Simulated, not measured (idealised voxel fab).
Process module heading - voxel capacitor over wiring
Section shown: cut. Width: 235 nm. Cell size: 5 nm, square.
Cross-sections here: square-cell grids, written as top-down lists of bands, a band being one or more rows of cells.
Look at the band entry: it leads with the top's height and the bottom's height in nm. Then it lists the materials left to right, with a width in nm for each. The word "throughout" on a single material says that material fills the band edge to edge. The word "air" is empty space.
Counting heights begins at 0, where everything beneath is, in the wafer as received, one material. The lowest band has no bottom; it goes on downwards, as "from 0 down" shows.
Think of "30 to 40" as a width that walks from the first number to the second as you go down the band, top row to bottom row, taking equal-sized steps from row to row.
"left unchanged", as given for a step, is the statement that not any cell of the cross-section underwent a change during that step.
Any empty space of 8 cells or more lacking an open way to the top shows up in "Non-vented voids" as width x height at distance, distance from the left edge, in nm.
Heads up: the bit after the settings on a step's line is the simulator's remark on that step.
overlay nm: mask offset rightward from planned place, masked step; negative means leftward offset.

This section lists the process steps that were planned:
1. RECEIVE: material Si
2. CONFORMAL_DEP: material SiO2, thk nm 10
3. CONFORMAL_DEP: material SiCN, thk nm 5
4. DIRECTIONAL_DEP: material SiO2, thk nm 15
5. PATTERN: tone open, mask id METAL_1, material resist, width nm 30, pitch nm 100, thk nm 20, overlay nm 0
6. DIRECTIONAL_ETCH: etch materials SiO2, depth nm 15
7. DIRECTIONAL_ETCH: etch materials SiCN, depth nm 5
8. STRIP: etch materials resist
9. CONFORMAL_DEP: material TiN, thk nm 5
10. FILL_DEP: material Cu, thk nm 5
11. CMP: height nm 30
12. CONFORMAL_DEP: material SiCN, thk nm 5
13. DIRECTIONAL_DEP: material lowk, thk nm 15
14. MASKED_ETCH: tone open, mask id PLUG_1, width nm 15, etch materials lowk, depth nm 15, overlay nm 0
15. MASKED_ETCH: tone open, mask id PLUG_1, width nm 15, etch materials SiCN, depth nm 5, overlay nm 0
16. EPI: material Ru, thk nm 10
17. EPI: material Ru, thk nm 10
18. DIRECTIONAL_DEP: material TiN, thk nm 5
19. DIRECTIONAL_DEP: material Al2O3, thk nm 5
20. DIRECTIONAL_DEP: material TiN, thk nm 5
21. MASKED_ETCH: tone cover, mask id UPPER_PLATE, width nm 75, etch materials TiN, depth nm 5, overlay nm 0
22. MASKED_ETCH: tone cover, mask id UPPER_PLATE, width nm 75, etch materials Al2O3, depth nm 5, overlay nm 0
23. PATTERN: tone cover, mask id LOWER_PLATE, material resist, width nm 85, thk nm 15, overlay nm 0
24. DIRECTIONAL_ETCH: etch materials TiN, depth nm 5
25. STRIP: etch materials resist
26. FILL_DEP: material SiO2, thk nm 15
27. CMP: height nm 75
28. DIRECTIONAL_DEP: material aC, thk nm 10
29. PATTERN: tone open, mask id PLUG_2, material resist, width nm 15, thk nm 30, overlay nm 0
30. DIRECTIONAL_ETCH: etch materials aC, depth nm 10
31. STRIP: etch materials resist
32. DIRECTIONAL_ETCH: etch materials SiO2, depth nm 10
33. STRIP: etch materials aC
34. CONFORMAL_DEP: material TiN, thk nm 5
35. FILL_DEP: material Cu, thk nm 10
36. CMP: height nm 75
37. CONFORMAL_DEP: material SiCN, thk nm 5

Incoming wafer in cross-section (state: after step 1):
- from 0 down = Si throughout
- Non-vented voids: none

First wafer of two, sectioned at end of module; run went per plan:
- from 80 to 75 = SiCN throughout
- from 75 to 70 = SiO2 75; TiN 5; Cu 5; TiN 5; SiO2 145
- from 70 to 60 = SiO2 75 to 65; TiN 15 to 75; SiO2 145 to 95
- from 60 to 55 = SiO2 65; Al2O3 75; SiO2 95
- from 55 to 50 = SiO2 60; TiN 85; SiO2 90
- from 50 to 35 = lowk 65; Ru 15; lowk 155
- from 35 to 30 = SiCN 65; Ru 15; SiCN 155
- from 30 to 15 = SiO2 50; TiN 5; Cu 20; TiN 5; SiO2 70; TiN 5; Cu 20; TiN 5; SiO2 55
- from 15 to 10 = SiCN 50; TiN 30; SiCN 70; TiN 30; SiCN 55
- from 10 to 0 = SiO2 throughout
- from 0 down = Si throughout
- Non-vented voids: none

This is the second of the two wafers, cross-sectioned at the end of the module; it started exactly like the first and was given the same plan, but it was run with one mistake:
- from 80 to 75 = SiCN throughout
- from 75 to 70 = SiO2 65; TiN 75; SiO2 95
- from 70 to 65 = SiO2 65; Al2O3 75; SiO2 95
- from 65 to 55 = Ru throughout
- from 55 to 50 = TiN 65; Ru 15; TiN 155
- from 50 to 45 = lowk 65; Ru 15; lowk 155
- from 45 to 40 = lowk 65; TiN 15; lowk 155
- from 40 to 35 = lowk 65; Ru 15; lowk 155
- from 35 to 30 = SiCN 65; Ru 15; SiCN 155
- from 30 to 15 = SiO2 50; TiN 5; Cu 20; TiN 5; SiO2 70; TiN 5; Cu 20; TiN 5; SiO2 55
- from 15 to 10 = SiCN 50; TiN 30; SiCN 70; TiN 30; SiCN 55
- from 10 to 0 = SiO2 throughout
- from 0 down = Si throughout
- Non-vented voids: none
Short version of what went wrong: steps 17 and 18 of the plan were each performed in the slot designated for the other
End of process, cell counts, second wafer against first, materials with more or fewer: Cu: 1 fewer, Ru: 94 more, SiO2: 118 fewer, TiN: 25 more
